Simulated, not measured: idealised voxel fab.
Title: Process Module voxel self aligned vias
Square cell edge 5 nm, section width 275 nm, ID cut.
Just so we're on the same page, the cross-sections are grids of square cells, and they're listed out in bands top to bottom, each band one or more rows deep. Heads up on the band format: heights come first, top then bottom, in nm. After that it's the materials left to right, each with its width in nm. A single material flagged "edge to edge" fills the whole band edge to edge, and "empty" means there's empty space there. Convention: height 0 is the level below which the wafer, as received, is all one material. The lowest band does not terminate at the bottom but continues downward, represented as "0 and below". With a width like "30->40", each row of cells in the band differs from the next by the same amount, the top row carrying the first number and the bottom row the second. A step reported as "remains unaltered" is a step in which no cell of the cross-section changed. The entry "Enclosed cavity list" lists the empty spaces that cover at least 8 cells and have no open path to the top. Each is written as width x height at distance, where the distance is measured from the left edge and all three values are in nm. Where a step's line continues beyond its settings, the continuation is a remark by the simulator itself on that step. Among the settings permitted on a step's line is "overlay nm"; applied to a step with a mask, it specifies the extent to which the mask lay to the right of its planned position, whereas a negative figure signifies a position to the left.

-- The process steps that were planned are listed below
1. RECEIVE [material Si]
2. CONFORMAL_DEP [material SiO2] [thk nm 15]
3. CONFORMAL_DEP [material SiCN] [thk nm 5]
4. DIRECTIONAL_DEP [material SiO2] [thk nm 20]
5. MASKED_ETCH [tone open] [mask id LINES] [width nm 30] [pitch nm 55] [etch materials SiO2] [depth nm 20] [overlay nm 0]
6. CONFORMAL_DEP [material TiN] [thk nm 5]
7. FILL_DEP [material Ru] [thk nm 10]
8. CMP [height nm 40]
9. SELECTIVE_ETCH [etch materials W Ru TiN] [depth nm 10]
10. FILL_DEP [material SiN] [thk nm 10]
11. CMP [height nm 40]
12. DIRECTIONAL_DEP [material SiO2] [thk nm 20]
13. PATTERN [tone open] [mask id VIAS] [material resist] [width nm 40] [pitch nm 110] [thk nm 20] [overlay nm 0]
14. DIRECTIONAL_ETCH [etch materials SiO2] [depth nm 20]
15. DIRECTIONAL_ETCH [etch materials SiN] [depth nm 10]
16. STRIP [etch materials resist]
17. CONFORMAL_DEP [material TiN] [thk nm 5]
18. FILL_DEP [material W] [thk nm 5]
19. CMP [height nm 60]
20. CONFORMAL_DEP [material SiCN] [thk nm 5]

-- Wafer cross-section on receipt, i.e. after step 1
> 0 and below = Si edge to edge
> Enclosed cavity list: none

-- Same starting wafer, same plan as above, one mistake in the execution; this is the cross-section at the end of the module
> 65 down to 60 = SiCN edge to edge
> 60 down to 45 = 60 of SiO2, then 5 of TiN, then 30 of W, then 5 of TiN, then 70 of SiO2, then 5 of TiN, then 30 of W, then 5 of TiN, then 65 of SiO2
> 45 down to 40 = 60 of SiO2, then 5 of TiN, then 15 of W, then 20 of TiN, then 70 of SiO2, then 5 of TiN, then 15 of W, then 20 of TiN, then 65 of SiO2
> 40 down to 35 = 55 of SiO2, then 5 of SiN, then 5 of TiN, then 15 of W, then 5 of TiN, then 25 of SiO2, then 30 of SiN, then 25 of SiO2, then 5 of SiN, then 5 of TiN, then 15 of W, then 5 of TiN, then 80 of SiO2
> 35 down to 30 = 55 of SiO2, then 5 of SiN, then 25 of TiN, then 25 of SiO2, then 30 of SiN, then 25 of SiO2, then 5 of SiN, then 25 of TiN, then 80 of SiO2
> 30 down to 25 = 55 of SiO2, then 5 of TiN, then 20 of Ru, then 5 of TiN, then 25 of SiO2, then 5 of TiN, then 20 of Ru, then 5 of TiN, then 25 of SiO2, then 5 of TiN, then 20 of Ru, then 5 of TiN, then 80 of SiO2
> 25 down to 20 = 55 of SiO2, then 30 of TiN, then 25 of SiO2, then 30 of TiN, then 25 of SiO2, then 30 of TiN, then 80 of SiO2
> 20 down to 15 = SiCN edge to edge
> 15 down to 0 = SiO2 edge to edge
> 0 and below = Si edge to edge
> Enclosed cavity list: none
Short version of what went wrong: the process deviated at step 5: the operation and settings actually run there were MASKED_ETCH [tone open] [mask id LINES] [width nm 30] [pitch nm 55] [etch materials SiO2] [depth nm 20] [overlay nm -10]
